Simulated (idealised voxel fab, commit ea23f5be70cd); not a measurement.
Presented below is a process module, voxel self aligned vias.
The cross-section on display is named cut; it measures 300 nm wide, and its cells are 5 nm squares.
Cross-sections here: square-cell grids, written as top-down lists of bands, a band being one or more rows of cells. The entry gives the band's vertical extent as a top height and a bottom height in nm, then its horizontal make-up as materials from left to right, each with a width in nm. "empty" stands for empty space; a single material marked "full width" fills the band edge to edge. We count height from 0. Below that, the starting wafer is all one material. The lowest band never ends at the bottom but goes on down; see "from 0 down" for how that is written. Per-row width for "30->40": begins at first number (top row of band), ends at second number (bottom row), increment between rows held constant. "same as before" (step): cross-section cells unchanged, all of them. "Voids, enclosed": sealed empty spaces, 8 cells or more, no open way to top, listed width x height at distance, with distance from the left edge and width, height and distance in nm. Post-settings text on a step line: simulator's own remark regarding the step. The "overlay nm" setting may appear on a step's line; for a step that uses a mask, it gives how far to the right of its planned position the mask lay, and a negative value indicates the left.

List of planned process steps
1. RECEIVE (material Si)
2. CONFORMAL_DEP (material SiO2; thk nm 10)
3. CONFORMAL_DEP (material SiCN; thk nm 5)
4. DIRECTIONAL_DEP (material lowk; thk nm 20)
5. DIRECTIONAL_DEP (material aC; thk nm 15)
6. PATTERN (tone open; mask id LINES; material resist; width nm 25; pitch nm 50; thk nm 35; overlay nm 0)
7. DIRECTIONAL_ETCH (etch materials aC; depth nm 15)
8. STRIP (etch materials resist)
9. DIRECTIONAL_ETCH (etch materials lowk; depth nm 20)
10. STRIP (etch materials aC)
11. CONFORMAL_DEP (material TiN; thk nm 5)
12. FILL_DEP (material W; thk nm 5)
13. CMP (height nm 35)
14. SELECTIVE_ETCH (etch materials W Ru TiN; depth nm 5)
15. FILL_DEP (material SiN; thk nm 5)
16. CMP (height nm 35)
17. DIRECTIONAL_DEP (material lowk; thk nm 15)
18. DIRECTIONAL_DEP (material aC; thk nm 10)
19. PATTERN (tone open; mask id VIAS; material resist; width nm 25; thk nm 30; overlay nm 0)
20. DIRECTIONAL_ETCH (etch materials aC; depth nm 10)
21. STRIP (etch materials resist)
22. DIRECTIONAL_ETCH (etch materials lowk; depth nm 15)
23. DIRECTIONAL_ETCH (etch materials SiN; depth nm 5)
24. STRIP (etch materials aC)
25. CONFORMAL_DEP (material TiN; thk nm 5)
26. FILL_DEP (material Cu; thk nm 5)
27. CMP (height nm 50)
28. CONFORMAL_DEP (material SiN; thk nm 5)
What sets these wafers apart? The width nm at step 19. They all start alike, and the plan carries the first wafer's value.

As-received state after step 1, first of several wafers, cross-section
> from 0 down: Si full width
> Voids, enclosed: none

Here is how to read the rows: every wafer has a row, and it shows the wafer at the end of the module, giving for each material how many cells were gained (+) or lost (-) since the wafer was received, then listing its closed voids
width nm 25, +9 Cu, +60 SiCN, +65 SiN, +120 SiO2, +29 TiN, +12 W, +365 lowk, Voids, enclosed: none
width nm 30, +11 Cu, +60 SiCN, +65 SiN, +120 SiO2, +30 TiN, +12 W, +362 lowk, Voids, enclosed: none
width nm 35, +13 Cu, +60 SiCN, +65 SiN, +120 SiO2, +31 TiN, +12 W, +359 lowk, Voids, enclosed: none
width nm 40, +15 Cu, +60 SiCN, +65 SiN, +120 SiO2, +32 TiN, +12 W, +356 lowk, Voids, enclosed: none
width nm 45, +17 Cu, +60 SiCN, +65 SiN, +120 SiO2, +33 TiN, +12 W, +353 lowk, Voids, enclosed: none
width nm 50, +19 Cu, +60 SiCN, +65 SiN, +120 SiO2, +34 TiN, +12 W, +350 lowk, Voids, enclosed: none
